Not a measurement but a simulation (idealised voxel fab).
Documented hereafter: the process module known as voxel tone inversion.
Square cell edge 5 nm, section width 145 nm, ID cut.
The cross-sections in this document take the form of a grid made of square cells. They are written out as bands, in order from top to bottom. Each band consists of one or more rows of cells. What a band's entry tells you: where the top is and where the bottom is, as heights in nm, and after that what lies inside, material by material from left to right, each with its width in nm. Empty space is written as the word "empty", and a single material marked with the word "edge to edge" occupies the band from edge to edge. Convention: height 0 is the level below which the wafer, as received, is all one material. The lowest band does not terminate at the bottom but continues downward, represented as "0..down". A width such as "30 to 40" changes by the same amount from each row of cells to the next, from the band's top row to its bottom row. "remained the same" means the step left every cell of the cross-section as it was. Empty spaces without an open route to the top, at least 8 cells in extent, make up the entry "Voids, sealed"; each is given as width x height at distance, where the distance is measured from the left edge, and all are in nm. If you see something after the settings on a step's line, that's the simulator's own remark about that step. overlay nm, on a step with a mask: how far to the right of its planned place the mask lay; to the left if negative.
[Steps in the process plan]
step 1: RECEIVE [material Si]
step 2: CONFORMAL_DEP [material SiCN] [thk nm 10]
step 3: DIRECTIONAL_DEP [material aC] [thk nm 15]
step 4: PATTERN [tone cover] [mask id POSTS] [material resist] [width nm 15] [pitch nm 30] [thk nm 20] [overlay nm 0]
step 5: DIRECTIONAL_ETCH [etch materials aC] [depth nm 15]
step 6: STRIP [etch materials resist]
step 7: FILL_DEP [material SiO2] [thk nm 5]
step 8: CMP [height nm 25]
step 9: STRIP [etch materials aC]
step 10: CONFORMAL_DEP [material TiN] [thk nm 5]
step 11: FILL_DEP [material Ru] [thk nm 5]
step 12: CMP [height nm 25]
step 13: CONFORMAL_DEP [material SiCN] [thk nm 5]
[The first wafer of two, processed as planned]
[As-received state of the wafer in cross-section, equivalent to post-step 1]
    0..down  Si edge to edge
    Voids, sealed: none
[Cross-section through the wafer, step 2 finished]
    10..0  SiCN edge to edge
    At heights below 0, the structure remains unaltered.
[Cross-section through the wafer, step 3 finished]
    25..10  aC edge to edge
    At heights below 10, the structure remains unaltered.
[Cross-section through the wafer, step 4 finished]
    45..25  20 empty; 15 resist; 15 empty; 15 resist; 15 empty; 15 resist; 15 empty; 15 resist; 20 empty
    At heights below 25, the structure remains unaltered.
[Cross-section through the wafer, step 5 finished]
    30..25  20 empty; 15 resist; 15 empty; 15 resist; 15 empty; 15 resist; 15 empty; 15 resist; 20 empty
    25..10  20 empty; 15 aC; 15 empty; 15 aC; 15 empty; 15 aC; 15 empty; 15 aC; 20 empty
    At heights below 10, the structure remains unaltered.
[Cross-section through the wafer, step 6 finished]
    25..10  20 empty; 15 aC; 15 empty; 15 aC; 15 empty; 15 aC; 15 empty; 15 aC; 20 empty
    At heights below 10, the structure remains unaltered.
[Cross-section through the wafer, step 7 finished]
    30..25  SiO2 edge to edge
    25..10  20 SiO2; 15 aC; 15 SiO2; 15 aC; 15 SiO2; 15 aC; 15 SiO2; 15 aC; 20 SiO2
    At heights below 10, the structure remains unaltered.
[Cross-section through the wafer, step 8 finished]
    25..10  20 SiO2; 15 aC; 15 SiO2; 15 aC; 15 SiO2; 15 aC; 15 SiO2; 15 aC; 20 SiO2
    At heights below 10, the structure remains unaltered.
[Cross-section through the wafer, step 9 finished]
    25..10  20 SiO2; 15 empty; 15 SiO2; 15 empty; 15 SiO2; 15 empty; 15 SiO2; 15 empty; 20 SiO2
    At heights below 10, the structure remains unaltered.
[Cross-section through the wafer, step 10 finished]
    30..25  25 TiN; 5 empty; 25 TiN; 5 empty; 25 TiN; 5 empty; 25 TiN; 5 empty; 25 TiN
    25..15  20 SiO2; 5 TiN; 5 empty; 5 TiN; 15 SiO2; 5 TiN; 5 empty; 5 TiN; 15 SiO2; 5 TiN; 5 empty; 5 TiN; 15 SiO2; 5 TiN; 5 empty; 5 TiN; 20 SiO2
    15..10  20 SiO2; 15 TiN; 15 SiO2; 15 TiN; 15 SiO2; 15 TiN; 15 SiO2; 15 TiN; 20 SiO2
    At heights below 10, the structure remains unaltered.
[Cross-section through the wafer, step 11 finished]
    35..30  Ru edge to edge
    30..25  25 TiN; 5 Ru; 25 TiN; 5 Ru; 25 TiN; 5 Ru; 25 TiN; 5 Ru; 25 TiN
    25..15  20 SiO2; 5 TiN; 5 Ru; 5 TiN; 15 SiO2; 5 TiN; 5 Ru; 5 TiN; 15 SiO2; 5 TiN; 5 Ru; 5 TiN; 15 SiO2; 5 TiN; 5 Ru; 5 TiN; 20 SiO2
    At heights below 15, the structure remains unaltered.
[Cross-section through the wafer, step 12 finished]
    25..15  20 SiO2; 5 TiN; 5 Ru; 5 TiN; 15 SiO2; 5 TiN; 5 Ru; 5 TiN; 15 SiO2; 5 TiN; 5 Ru; 5 TiN; 15 SiO2; 5 TiN; 5 Ru; 5 TiN; 20 SiO2
    At heights below 15, the structure remains unaltered.
[Cross-section through the wafer, step 13 finished]
    30..25  SiCN edge to edge
    At heights below 25, the structure remains unaltered.
[The second wafer began exactly as the first did and followed the same plan, but one mistake was made while running it; through step 3 inclusive, the two wafers are identical]
[Second wafer profile in section, at the moment step 4 of the plan was meant to be complete]
    45..25  20 resist; 15 empty; 15 resist; 15 empty; 15 resist; 15 empty; 15 resist; 15 empty; 20 resist
    At heights below 25, the structure remains unaltered.
[Second wafer profile in section, at the moment step 5 of the plan was meant to be complete]
    30..25  20 resist; 15 empty; 15 resist; 15 empty; 15 resist; 15 empty; 15 resist; 15 empty; 20 resist
    25..10  20 aC; 15 empty; 15 aC; 15 empty; 15 aC; 15 empty; 15 aC; 15 empty; 20 aC
    At heights below 10, the structure remains unaltered.
[Second wafer profile in section, at the moment step 6 of the plan was meant to be complete]
    25..10  20 aC; 15 empty; 15 aC; 15 empty; 15 aC; 15 empty; 15 aC; 15 empty; 20 aC
    At heights below 10, the structure remains unaltered.
[Second wafer profile in section, at the moment step 7 of the plan was meant to be complete]
    30..25  SiO2 edge to edge
    25..10  20 aC; 15 SiO2; 15 aC; 15 SiO2; 15 aC; 15 SiO2; 15 aC; 15 SiO2; 20 aC
    At heights below 10, the structure remains unaltered.
[Second wafer profile in section, at the moment step 8 of the plan was meant to be complete]
    25..10  20 aC; 15 SiO2; 15 aC; 15 SiO2; 15 aC; 15 SiO2; 15 aC; 15 SiO2; 20 aC
    At heights below 10, the structure remains unaltered.
[Second wafer profile in section, at the moment step 9 of the plan was meant to be complete]
    25..10  20 empty; 15 SiO2; 15 empty; 15 SiO2; 15 empty; 15 SiO2; 15 empty; 15 SiO2; 20 empty
    At heights below 10, the structure remains unaltered.
[Second wafer profile in section, at the moment step 10 of the plan was meant to be complete]
    30..25  15 empty; 25 TiN; 5 empty; 25 TiN; 5 empty; 25 TiN; 5 empty; 25 TiN; 15 empty
    25..15  15 empty; 5 TiN; 15 SiO2; 5 TiN; 5 empty; 5 TiN; 15 SiO2; 5 TiN; 5 empty; 5 TiN; 15 SiO2; 5 TiN; 5 empty; 5 TiN; 15 SiO2; 5 TiN; 15 empty
    15..10  20 TiN; 15 SiO2; 15 TiN; 15 SiO2; 15 TiN; 15 SiO2; 15 TiN; 15 SiO2; 20 TiN
    At heights below 10, the structure remains unaltered.
[Second wafer profile in section, at the moment step 11 of the plan was meant to be complete]
    35..30  Ru edge to edge
    30..25  15 Ru; 25 TiN; 5 Ru; 25 TiN; 5 Ru; 25 TiN; 5 Ru; 25 TiN; 15 Ru
    25..15  15 Ru; 5 TiN; 15 SiO2; 5 TiN; 5 Ru; 5 TiN; 15 SiO2; 5 TiN; 5 Ru; 5 TiN; 15 SiO2; 5 TiN; 5 Ru; 5 TiN; 15 SiO2; 5 TiN; 15 Ru
    At heights below 15, the structure remains unaltered.
[Second wafer profile in section, at the moment step 12 of the plan was meant to be complete]
    25..15  15 Ru; 5 TiN; 15 SiO2; 5 TiN; 5 Ru; 5 TiN; 15 SiO2; 5 TiN; 5 Ru; 5 TiN; 15 SiO2; 5 TiN; 5 Ru; 5 TiN; 15 SiO2; 5 TiN; 15 Ru
    At heights below 15, the structure remains unaltered.
[Second wafer profile in section, at the moment step 13 of the plan was meant to be complete]
    30..25  SiCN edge to edge
    At heights below 25, the structure remains unaltered.
Want to know what went wrong? note that step 4 departed from the planned setting and was carried out as PATTERN [tone open] [mask id POSTS] [material resist] [width nm 15] [pitch nm 30] [thk nm 20] [overlay nm 0]
Final difference in cells, second wafer against first, listed per material as more or fewer: 10 more of Ru; 15 fewer of SiO2; 5 more of TiN
